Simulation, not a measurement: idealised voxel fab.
Presented below is a process module, voxel transistor to metal.
The width of the displayed cross-section, cut, is 300 nm; its cells are square, with a size of 5 nm.
How to read a cross-section here: the picture is a grid of square cells, written as bands going from the top down, and any band can span one or more rows of cells.
Top height, bottom height, nm. Materials left to right, width each, nm. Single material + "edge to edge" = fills band edge to edge. "air" = empty.
The level at which height equals 0 is the one under which the wafer, as it arrives, is entirely one material. No lower edge exists for the bottom band, which continues downward and is notated as in "z 0 and below".
The width entry "30..40" should be interpreted row by row: the top row of cells in the band takes the first number, the bottom row takes the second number, and the change between adjacent rows is uniform throughout.
The cross-section has no changed cell in any step marked "everything unchanged".
If an empty space has no open way to the top and is at least 8 cells in size, "Sealed voids" lists it, written width x height at distance, where distance is measured from the left edge and every value is in nm.
What comes after the settings on a step's line is commentary from the simulator itself on that step.
Each step line may optionally specify "overlay nm", which for a step with a mask gives the rightward distance between the mask's planned place and where it lay, a negative value indicating the leftward direction.
**Listed below are the process steps as planned**
1. RECEIVE, material Si
2. OXIDIZE, depth nm 5
3. CONFORMAL_DEP, material SiN, thk nm 15
4. PATTERN, tone cover, mask id ACTIVE, material resist, width nm 95, pitch nm 115, thk nm 20, overlay nm 0
5. DIRECTIONAL_ETCH, etch materials SiN, depth nm 15
6. DIRECTIONAL_ETCH, etch materials SiO2, depth nm 5
7. DIRECTIONAL_ETCH, etch materials Si, depth nm 35
8. STRIP, etch materials resist
9. FILL_DEP, material SiO2, thk nm 15
10. CMP, height nm 15
11. SELECTIVE_ETCH, etch materials SiO2, depth nm 10
12. STRIP, etch materials SiN
13. SELECTIVE_ETCH, etch materials SiO2, depth nm 5
14. OXIDIZE, depth nm 5
15. DIRECTIONAL_DEP, material polySi, thk nm 20
16. DIRECTIONAL_DEP, material SiCN, thk nm 10
17. PATTERN, tone cover, mask id GATE, material resist, width nm 25, pitch nm 115, thk nm 15, overlay nm 0
18. DIRECTIONAL_ETCH, etch materials SiCN, depth nm 20
19. DIRECTIONAL_ETCH, etch materials polySi, depth nm 30
20. STRIP, etch materials resist
21. CONFORMAL_DEP, material SiN, thk nm 5
22. DIRECTIONAL_ETCH, etch materials SiN, depth nm 5
23. DIRECTIONAL_ETCH, etch materials SiO2, depth nm 5
24. EPI, material SiGe, thk nm 5
25. FILL_DEP, material SiO2, thk nm 10
26. CMP, height nm 15
27. STRIP, etch materials polySi
28. SELECTIVE_ETCH, etch materials SiO2, depth nm 5
29. CONFORMAL_DEP, material HfO2, thk nm 5
30. CONFORMAL_DEP, material TiN, thk nm 5
31. FILL_DEP, material W, thk nm 10
32. CMP, height nm 10
33. DIRECTIONAL_DEP, material SiO2, thk nm 10
34. DIRECTIONAL_DEP, material aC, thk nm 5
35. PATTERN, tone open, mask id CONTACT, material resist, width nm 15, thk nm 30, overlay nm 0
36. DIRECTIONAL_ETCH, etch materials aC, depth nm 10
37. STRIP, etch materials resist
38. DIRECTIONAL_ETCH, etch materials SiO2, depth nm 25
39. STRIP, etch materials aC
40. CONFORMAL_DEP, material TiN, thk nm 5
41. FILL_DEP, material Ru, thk nm 5
42. CMP, height nm 20
43. CONFORMAL_DEP, material SiN, thk nm 5
44. DIRECTIONAL_DEP, material SiO2, thk nm 25
45. MASKED_ETCH, tone open, mask id METAL_1, width nm 15, etch materials SiO2, depth nm 25, overlay nm 0
46. MASKED_ETCH, tone open, mask id METAL_1, width nm 15, etch materials SiN, depth nm 5, overlay nm 0
47. CONFORMAL_DEP, material TiN, thk nm 5
48. FILL_DEP, material Ru, thk nm 10
49. CMP, height nm 50
50. CONFORMAL_DEP, material SiCN, thk nm 5
51. DIRECTIONAL_DEP, material lowk, thk nm 30
52. DIRECTIONAL_DEP, material aC, thk nm 10
53. PATTERN, tone open, mask id METAL_2, material resist, width nm 15, pitch nm 115, thk nm 25, overlay nm 0
54. DIRECTIONAL_ETCH, etch materials aC, depth nm 10
55. STRIP, etch materials resist
56. DIRECTIONAL_ETCH, etch materials lowk, depth nm 20
57. STRIP, etch materials aC
58. DIRECTIONAL_DEP, material aC, thk nm 15
59. PATTERN, tone open, mask id METAL_2_HOLES, material resist, width nm 15, pitch nm 115, thk nm 30, overlay nm 0
60. DIRECTIONAL_ETCH, etch materials aC, depth nm 15
61. STRIP, etch materials resist
62. DIRECTIONAL_ETCH, etch materials lowk, depth nm 10
63. DIRECTIONAL_ETCH, etch materials SiCN, depth nm 5
64. STRIP, etch materials aC
65. CONFORMAL_DEP, material TiN, thk nm 5
66. FILL_DEP, material Ru, thk nm 10
67. CMP, height nm 85
68. CONFORMAL_DEP, material SiN, thk nm 5
Across this set of wafers, the varied parameter is the thk nm of step 34. Starting conditions are identical for every wafer, and the plan reports the value assigned to the first wafer.
**Cross-section of the first of several received wafers, showing its state after step 1**
  z 0 and below | Si edge to edge
  Sealed voids: none
**Gained (+) or lost (-) cells of each material since receipt, then closed voids: one row per wafer, at the end of the module**
thk nm 5; +26 HfO2; +48 Ru; -252 Si; +54 SiCN; +24 SiGe; +124 SiN; +588 SiO2; +140 TiN; +4 W; +324 lowk; Sealed voids: none
thk nm 10; +26 HfO2; +48 Ru; -252 Si; +54 SiCN; +24 SiGe; +124 SiN; +588 SiO2; +140 TiN; +4 W; +324 lowk; Sealed voids: none
thk nm 15; +26 HfO2; +32 Ru; -252 Si; +54 SiCN; +24 SiGe; +124 SiN; +648 SiO2; +96 TiN; +4 W; +324 lowk; Sealed voids: none
thk nm 20; +26 HfO2; +32 Ru; -252 Si; +54 SiCN; +24 SiGe; +124 SiN; +648 SiO2; +96 TiN; +4 W; +324 lowk; Sealed voids: none
thk nm 25; +26 HfO2; +32 Ru; -252 Si; +54 SiCN; +24 SiGe; +124 SiN; +648 SiO2; +96 TiN; +4 W; +324 lowk; Sealed voids: none
